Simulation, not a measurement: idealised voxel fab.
Documented hereafter: the process module known as voxel released beams.
Section shown: cut. Width: 145 nm. Cell size: 5 nm, square.
For the purposes of this document, a cross-section shall be understood as a grid of square cells, specified as bands listed in top-to-bottom order, each band consisting of one or more rows of cells. Within each band entry, the heights of the top and of the bottom of the band appear first, in that order and in nm; the materials of the band then follow from left to right, each with its corresponding width in nm. The designation "full width" on a single material indicates that it fills the band from edge to edge; the designation "empty" indicates empty space. Basically, 0 is our baseline, since under it the wafer straight out of the box is all one material. The bottom band has no lower end and keeps on going down, so it looks like "0 -> down". Note: "30->40" means the width goes from the first number (top row of the band) to the second number (bottom row) in equal steps per row of cells. "remained unchanged", as given for a step, is the statement that not any cell of the cross-section underwent a change during that step. Under "Trapped void list" you'll find the enclosed gaps, the ones with no way out to the top, that are 8 cells or bigger; each reads width x height at distance, with distance counted from the left edge, everything in nm. The remark found on a step's line after its settings is issued by the simulator itself and pertains to that step. overlay nm: step with mask; distance mask lay right of planned place; negative value = left of planned place.
### This section lists the process steps that were planned
step 1: RECEIVE,material Si
step 2: CONFORMAL_DEP,material Al2O3,thk nm 10
step 3: DIRECTIONAL_DEP,material SiO2,thk nm 10
step 4: MASKED_ETCH,tone open,mask id ANCHOR,width nm 40,etch materials SiO2,depth nm 10,overlay nm 0
step 5: CONFORMAL_DEP,material SiN,thk nm 15
step 6: MASKED_ETCH,tone cover,mask id BEAM,width nm 85,etch materials SiN,depth nm 15,overlay nm 0
step 7: STRIP,etch materials SiO2
### Wafer cross-section on receipt, i.e. after step 1
- 0 -> down  Si full width
- Trapped void list: none
### first wafer at the end, as planned
- 35 -> 25  empty: 25 | SiN: 20 | empty: 10 | SiN: 55 | empty: 35
- 25 -> 20  empty: 25 | SiN: 85 | empty: 35
- 20 -> 10  empty: 30 | SiN: 40 | empty: 75
- 10 -> 0  Al2O3 full width
- 0 -> down  Si full width
- Trapped void list: none
### Wafer two, end of module, cross-section. Same start, same plan as wafer one. One mistake in the run
- 50 -> 35  empty: 25 | SiN: 85 | empty: 35
- 35 -> 20  SiN full width
- 20 -> 10  SiO2: 30 | SiN: 40 | SiO2: 75
- 10 -> 0  Al2O3 full width
- 0 -> down  Si full width
- Trapped void list: none
What was done differently from what was planned? it should be noted that step 5 of the plan was executed twice
Cell-count delta at end, second wafer over first, by material: SiN: 91 more | SiO2: 42 more
